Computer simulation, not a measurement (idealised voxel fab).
The name of this process module is voxel gate over fins.
Cross-sectional view cut (width: 195 nm; square cell size: 5 nm).
Cross-section spec: square-cell grid; bands listed top down; each band is one or more rows. Heights first: top, then bottom, in nm. Then materials, left to right, each with a width in nm. "everywhere" on a single material: fills the band edge to edge. "air": empty space. Measure heights from 0. That's the level where, below it, the as-received wafer is all one material. The lowest band is bottomless and extends downward; write it as in "top 0, no bottom". Note: "30->40" means the width goes from the first number (top row of the band) to the second number (bottom row) in equal steps per row of cells. A step reported as "no change" is a step in which no cell of the cross-section changed. The list in "Closed empty spaces" covers empty spaces of 8 cells or more that cannot reach the top through any open way, and it gives each as width x height at distance; the distance is from the left edge, and width, height and distance are in nm. It should be noted that, on the line of a given step, the content following the step's settings is a remark produced by the simulator itself with respect to that step. Steps that use a mask can have "overlay nm" on their line. It says how far the mask sat to the right of where it was meant to be. Negative means to the left.

### The steps planned for the process are as follows
- 1: RECEIVE (material Si)
- 2: CONFORMAL_DEP (material SiN; thk nm 10)
- 3: PATTERN (tone cover; mask id FINS; material resist; width nm 15; pitch nm 40; thk nm 15; overlay nm 0)
- 4: DIRECTIONAL_ETCH (etch materials SiN; depth nm 10)
- 5: DIRECTIONAL_ETCH (etch materials Si; depth nm 30)
- 6: STRIP (etch materials resist)
- 7: OXIDIZE (depth nm 5)
- 8: FILL_DEP (material SiO2; thk nm 5)
- 9: CMP (height nm 10)
- 10: SELECTIVE_ETCH (etch materials SiO2; depth nm 25)
- 11: STRIP (etch materials SiN)
- 12: CONFORMAL_DEP (material HfO2; thk nm 5)
- 13: CONFORMAL_DEP (material TiN; thk nm 5)
- 14: CONFORMAL_DEP (material TiAl; thk nm 5)
- 15: CONFORMAL_DEP (material TiN; thk nm 5)
- 16: FILL_DEP (material W; thk nm 15)
- 17: CMP (height nm 30)
- 18: CONFORMAL_DEP (material SiCN; thk nm 5)

### First wafer, two in total, run as planned

### Cross-section of the wafer upon arrival, representing the state reached after step 1
top 0, no bottom  Si everywhere
Closed empty spaces: none

### Cross-sectional representation of the wafer at the conclusion of step 2
top 10, bottom 0  SiN everywhere
Below a height of 0, the structure has not been altered.

### Cross-sectional representation of the wafer at the conclusion of step 3
top 25, bottom 10  air (70); resist (15); air (25); resist (15); air (70)
Below a height of 10, the structure has not been altered.

### Cross-sectional representation of the wafer at the conclusion of step 4
top 25, bottom 10  air (70); resist (15); air (25); resist (15); air (70)
top 10, bottom 0  air (70); SiN (15); air (25); SiN (15); air (70)
Below a height of 0, the structure has not been altered.

### Cross-sectional representation of the wafer at the conclusion of step 5
top 25, bottom 10  air (70); resist (15); air (25); resist (15); air (70)
top 10, bottom 0  air (70); SiN (15); air (25); SiN (15); air (70)
top 0, bottom -30  air (70); Si (15); air (25); Si (15); air (70)
Below a height of -30, the structure has not been altered.

### Cross-sectional representation of the wafer at the conclusion of step 6
top 10, bottom 0  air (70); SiN (15); air (25); SiN (15); air (70)
Below a height of 0, the structure has not been altered.

### Cross-sectional representation of the wafer at the conclusion of step 7
top 10, bottom 0  air (70); SiN (15); air (25); SiN (15); air (70)
top 0, bottom -30  air (70); SiO2 (5); Si (5); SiO2 (5); air (25); SiO2 (5); Si (5); SiO2 (5); air (70)
top -30, bottom -35  SiO2 (75); Si (5); SiO2 (35); Si (5); SiO2 (75)
Below a height of -35, the structure has not been altered.

### Cross-sectional representation of the wafer at the conclusion of step 8
top 15, bottom 10  SiO2 everywhere
top 10, bottom 0  SiO2 (70); SiN (15); SiO2 (25); SiN (15); SiO2 (70)
top 0, bottom -35  SiO2 (75); Si (5); SiO2 (35); Si (5); SiO2 (75)
Below a height of -35, the structure has not been altered.

### Cross-sectional representation of the wafer at the conclusion of step 9
top 10, bottom 0  SiO2 (70); SiN (15); SiO2 (25); SiN (15); SiO2 (70)
Below a height of 0, the structure has not been altered.

### Cross-sectional representation of the wafer at the conclusion of step 10
top 10, bottom 0  air (70); SiN (15); air (25); SiN (15); air (70)
top 0, bottom -15  air (75); Si (5); air (35); Si (5); air (75)
Below a height of -15, the structure has not been altered.

### Cross-sectional representation of the wafer at the conclusion of step 11
top 0, bottom -15  air (75); Si (5); air (35); Si (5); air (75)
Below a height of -15, the structure has not been altered.

### Cross-sectional representation of the wafer at the conclusion of step 12
top 5, bottom 0  air (70); HfO2 (15); air (25); HfO2 (15); air (70)
top 0, bottom -10  air (70); HfO2 (5); Si (5); HfO2 (5); air (25); HfO2 (5); Si (5); HfO2 (5); air (70)
top -10, bottom -15  HfO2 (75); Si (5); HfO2 (35); Si (5); HfO2 (75)
Below a height of -15, the structure has not been altered.

### Cross-sectional representation of the wafer at the conclusion of step 13
top 10, bottom 5  air (65); TiN (25); air (15); TiN (25); air (65)
top 5, bottom 0  air (65); TiN (5); HfO2 (15); TiN (5); air (15); TiN (5); HfO2 (15); TiN (5); air (65)
top 0, bottom -5  air (65); TiN (5); HfO2 (5); Si (5); HfO2 (5); TiN (5); air (15); TiN (5); HfO2 (5); Si (5); HfO2 (5); TiN (5); air (65)
top -5, bottom -10  TiN (70); HfO2 (5); Si (5); HfO2 (5); TiN (25); HfO2 (5); Si (5); HfO2 (5); TiN (70)
Below a height of -10, the structure has not been altered.

### Cross-sectional representation of the wafer at the conclusion of step 14
top 15, bottom 10  air (60); TiAl (35); air (5); TiAl (35); air (60)
top 10, bottom 5  air (60); TiAl (5); TiN (25); TiAl (5); air (5); TiAl (5); TiN (25); TiAl (5); air (60)
top 5, bottom 0  air (60); TiAl (5); TiN (5); HfO2 (15); TiN (5); TiAl (5); air (5); TiAl (5); TiN (5); HfO2 (15); TiN (5); TiAl (5); air (60)
top 0, bottom -5  TiAl (65); TiN (5); HfO2 (5); Si (5); HfO2 (5); TiN (5); TiAl (15); TiN (5); HfO2 (5); Si (5); HfO2 (5); TiN (5); TiAl (65)
Below a height of -5, the structure has not been altered.

### Cross-sectional representation of the wafer at the conclusion of step 15
top 20, bottom 15  air (55); TiN (85); air (55)
top 15, bottom 10  air (55); TiN (5); TiAl (35); TiN (5); TiAl (35); TiN (5); air (55)
top 10, bottom 5  air (55); TiN (5); TiAl (5); TiN (25); TiAl (5); TiN (5); TiAl (5); TiN (25); TiAl (5); TiN (5); air (55)
top 5, bottom 0  TiN (60); TiAl (5); TiN (5); HfO2 (15); TiN (5); TiAl (5); TiN (5); TiAl (5); TiN (5); HfO2 (15); TiN (5); TiAl (5); TiN (60)
Below a height of 0, the structure has not been altered.

### Cross-sectional representation of the wafer at the conclusion of step 16
top 35, bottom 20  W everywhere
top 20, bottom 15  W (55); TiN (85); W (55)
top 15, bottom 10  W (55); TiN (5); TiAl (35); TiN (5); TiAl (35); TiN (5); W (55)
top 10, bottom 5  W (55); TiN (5); TiAl (5); TiN (25); TiAl (5); TiN (5); TiAl (5); TiN (25); TiAl (5); TiN (5); W (55)
Below a height of 5, the structure has not been altered.

### Cross-sectional representation of the wafer at the conclusion of step 17
top 30, bottom 20  W everywhere
Below a height of 20, the structure has not been altered.

### Cross-sectional representation of the wafer at the conclusion of step 18
top 35, bottom 30  SiCN everywhere
Below a height of 30, the structure has not been altered.

### Second Wafer (Identical Start and Plan, One Processing Error; Matches First Wafer Through Step 13)

### Here is the second wafer in cross-section at the point where step 14 of the plan should have been done
top 15, bottom 5  air (60); TiN (35); air (5); TiN (35); air (60)
top 5, bottom 0  air (60); TiN (10); HfO2 (15); TiN (10); air (5); TiN (10); HfO2 (15); TiN (10); air (60)
top 0, bottom -10  TiN (70); HfO2 (5); Si (5); HfO2 (5); TiN (25); HfO2 (5); Si (5); HfO2 (5); TiN (70)
Below a height of -10, the structure has not been altered.

### Here is the second wafer in cross-section at the point where step 15 of the plan should have been done
top 20, bottom 15  air (55); TiAl (85); air (55)
top 15, bottom 5  air (55); TiAl (5); TiN (35); TiAl (5); TiN (35); TiAl (5); air (55)
top 5, bottom 0  TiAl (60); TiN (10); HfO2 (15); TiN (10); TiAl (5); TiN (10); HfO2 (15); TiN (10); TiAl (60)
Below a height of 0, the structure has not been altered.

### Here is the second wafer in cross-section at the point where step 16 of the plan should have been done
top 35, bottom 20  W everywhere
top 20, bottom 15  W (55); TiAl (85); W (55)
top 15, bottom 5  W (55); TiAl (5); TiN (35); TiAl (5); TiN (35); TiAl (5); W (55)
Below a height of 5, the structure has not been altered.

### Here is the second wafer in cross-section at the point where step 17 of the plan should have been done
top 30, bottom 20  W everywhere
Below a height of 20, the structure has not been altered.

### Here is the second wafer in cross-section at the point where step 18 of the plan should have been done
top 35, bottom 30  SiCN everywhere
Below a height of 30, the structure has not been altered.
What was the processing mistake? the intended sequence of steps 14 and 15 was reversed during processing, with each occupying the position of the other
Materials where the second wafer ends with more or fewer cells than the first: -3 TiAl, +3 TiN
